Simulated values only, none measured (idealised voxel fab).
Process module in this document: voxel released beams
For reference, the cross-section in this document is cut, with width 260 nm and square cells of 5 nm.
If you're reading a cross-section in this doc, picture square cells in a grid; it comes to you as bands, top ones listed first down to the bottom, and a band can be one or more rows of cells. Within each band entry, the heights of the top and of the bottom of the band appear first, in that order and in nm; the materials of the band then follow from left to right, each with its corresponding width in nm. The designation "all across" on a single material indicates that it fills the band from edge to edge; the designation "empty" indicates empty space. Height is counted from the level 0, under which the received wafer is composed throughout of one material. The lowest of the bands is not closed at the bottom but continues downward, in the notation "top 0, no bottom". A width given as "30 to 40" starts at the first number in the band's top row and ends at the second number in its bottom row, shifting by an equal amount at every step from row to row. Basically "no change occurred" means that step didn't change any cell in the cross-section. "Cavities, sealed": sealed empty spaces, 8 cells or more, no open way to top, listed width x height at distance, with distance from the left edge and width, height and distance in nm. Where a step's line continues beyond its settings, the continuation is a remark by the simulator itself on that step. A step's line can hold "overlay nm"; with a mask on that step, the setting says how far right of the planned place the mask lay, while a negative setting says it lay to the left.

-- Process steps foreseen in the plan
1) op RECEIVE | material Si
2) op CONFORMAL_DEP | material Al2O3 | thk nm 5
3) op DIRECTIONAL_DEP | material SiO2 | thk nm 15
4) op DIRECTIONAL_DEP | material aC | thk nm 10
5) op PATTERN | tone open | mask id ANCHOR | material resist | width nm 45 | thk nm 30 | overlay nm 0
6) op DIRECTIONAL_ETCH | etch materials aC | depth nm 10
7) op STRIP | etch materials resist
8) op DIRECTIONAL_ETCH | etch materials SiO2 | depth nm 15
9) op STRIP | etch materials aC
10) op CONFORMAL_DEP | material SiN | thk nm 15
11) op DIRECTIONAL_DEP | material aC | thk nm 10
12) op PATTERN | tone cover | mask id BEAM | material resist | width nm 120 | thk nm 30 | overlay nm 0
13) op DIRECTIONAL_ETCH | etch materials aC | depth nm 5
14) op STRIP | etch materials resist
15) op DIRECTIONAL_ETCH | etch materials SiN | depth nm 15
16) op STRIP | etch materials aC
17) op STRIP | etch materials SiO2
All wafers enter the flow in the same state. The depth nm at step 13 differs from wafer to wafer, and the plan gives the value for the first wafer.

-- Cross-section of the first incoming wafer of several, state after step 1
	top 0, no bottom = Si all across
	Cavities, sealed: none

-- Take a look at the first of several wafers in cross-section: the module is done, and step 17 was its last step
	top 35, bottom 20 = 85 nm SiN; 15 nm empty; 160 nm SiN
	top 20, bottom 5 = 70 nm SiO2; 45 nm SiN; 145 nm SiO2
	top 5, bottom 0 = Al2O3 all across
	top 0, no bottom = Si all across
	Cavities, sealed: none

-- Final wafer cross-section at module end
	top 35, bottom 20 = 65 nm empty; 20 nm SiN; 15 nm empty; 85 nm SiN; 75 nm empty
	top 20, bottom 5 = 70 nm empty; 45 nm SiN; 145 nm empty
	top 5, bottom 0 = Al2O3 all across
	top 0, no bottom = Si all across
	Cavities, sealed: none

-- Quick key for the table: a row per wafer, taken at the end of the module. For each material it tells you how many cells the wafer gained (+) or lost (-) since it came in, and the closed voids come after
depth nm 5; +52 Al2O3; +174 SiN; +129 SiO2; Cavities, sealed: none
depth nm 10; +52 Al2O3; +90 SiN; Cavities, sealed: none
depth nm 15; +52 Al2O3; +90 SiN; Cavities, sealed: none
depth nm 20; +52 Al2O3; +90 SiN; Cavities, sealed: none
depth nm 25; +52 Al2O3; +90 SiN; Cavities, sealed: none
